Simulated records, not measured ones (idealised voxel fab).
The following is a process module called voxel ribs on slabs.
This is section cut - it's 220 nm across, gridded in 5 nm square cells.
When this document writes out a cross-section, it uses a grid of square cells and lists it as bands, beginning at the top and moving down, with a band standing for one or more rows of cells. Per band: top height and bottom height in nm, followed by the left-to-right materials and their widths in nm; "everywhere" marks a single material spanning edge to edge, "air" marks empty space. We count height from 0. Below that, the starting wafer is all one material. The lowest band never ends at the bottom but goes on down; see "0..down" for how that is written. With a width like "30->40", each row of cells in the band differs from the next by the same amount, the top row carrying the first number and the bottom row the second. It should be understood that the words "no alteration", when stated for a given step, signify that the cross-section underwent no change in any of its cells during that step. You'll see "Closed void entries" listing empty spaces that have no way open to the top, as long as they're 8 cells or more; the notation is width x height at distance, where the distance is from the left edge, and all of it is in nm. Past the settings on a step's line: simulator remark, on that step. overlay nm: mask offset rightward from planned place, masked step; negative means leftward offset.
# Set out below are the planned steps of the process
1,RECEIVE with material Si
2,DIRECTIONAL_DEP with material SiO2, thk nm 30
3,DIRECTIONAL_DEP with material polySi, thk nm 15
4,MASKED_ETCH with tone cover, mask id RIB, width nm 15, etch materials polySi, depth nm 10, overlay nm 0
5,MASKED_ETCH with tone cover, mask id SLAB, width nm 65, etch materials polySi, depth nm 5, overlay nm 0
6,FILL_DEP with material SiO2, thk nm 25
7,CMP with height nm 65
8,DIRECTIONAL_DEP with material TiN, thk nm 10
9,PATTERN with tone cover, mask id HEATER, material resist, width nm 25, thk nm 20, overlay nm 0
10,DIRECTIONAL_ETCH with etch materials TiN, depth nm 10
11,STRIP with etch materials resist
12,CONFORMAL_DEP with material SiO2, thk nm 5
# Cross-section of the wafer upon arrival, representing the state reached after step 1
	0..down | Si everywhere
	Closed void entries: none
# a wafer at the end: this start, this plan, one mistake
	80..75 | 90 air, 35 SiO2, 95 air
	75..70 | 90 air, 5 SiO2, 25 TiN, 5 SiO2, 95 air
	70..65 | 95 SiO2, 25 TiN, 100 SiO2
	65..15 | SiO2 everywhere
	15..0 | polySi everywhere
	0..down | Si everywhere
	Closed void entries: none
In executing the process, a mistake was made relative to the plan: sequence error: steps 2 and 3 interchanged
